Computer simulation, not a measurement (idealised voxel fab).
process module | voxel local oxidation
cross-section cut | 260 nm wide | cells 5 nm
A cross-section is a grid of square cells, given in bands from the top down. A band is one or more rows of cells.
Each band's line starts with the height of the band's top and of its bottom, in nm. Then come its materials from left to right, each with its width in nm. One material with "throughout" fills the band from edge to edge. "air" is empty space.
Height 0 is the level under which the wafer as received is all one material. The lowest band goes on downwards, as in "0 down".
A width such as "30 to 40" changes by the same amount from each row of cells to the next, from the band's top row to its bottom row.
"no change" after a step means that no cell of the cross-section changed.
closed voids: empty space of 8 cells or more with no open way to the top, each as width x height at its distance from the left edge, in nm
after a step's settings: what the simulator itself notes on the step
overlay nm, on a step with a mask: how far to the right of its planned place the mask lay; to the left if negative
plan
1 op RECEIVE | material Si
2 op OXIDIZE | depth nm 5
3 op CONFORMAL_DEP | material SiN | thk nm 15
4 op PATTERN | tone cover | mask id ACTIVE | material resist | width nm 100 | pitch nm 125 | thk nm 20 | overlay nm 0
5 op DIRECTIONAL_ETCH | etch materials SiN | depth nm 15
6 op STRIP | etch materials resist
7 op SELECTIVE_ETCH | etch materials SiO2 | depth nm 5
8 op OXIDIZE | depth nm 15
9 op STRIP | etch materials SiN
varied across the wafers: depth nm of step 2. The plan shows the first wafer's value. All wafers start alike
first wafer as received, after step 1
  0 down: Si throughout
  closed voids: none
first wafer at the end, after step 9
  0 to -5: air 20 | SiO2 90 | air 35 | SiO2 90 | air 25
  -5 to -20: SiO2 35 | Si 60 | SiO2 65 | Si 60 | SiO2 40
  -20 down: Si throughout
  closed voids: none
last wafer at the end
  0 to -5: air 20 | SiO2 90 | air 35 | SiO2 90 | air 25
  -5 to -20: SiO2 throughout
  -20 down: Si throughout
  closed voids: none
each wafer at the end: cells of each material gained (+) or lost (-) since it was received, then its closed voids
depth nm 5 | -136 Si | +120 SiO2 | closed voids: none
depth nm 10 | -104 Si | +88 SiO2 | closed voids: none
depth nm 15 | -156 Si | +140 SiO2 | closed voids: none
depth nm 20 | -208 Si | +192 SiO2 | closed voids: none
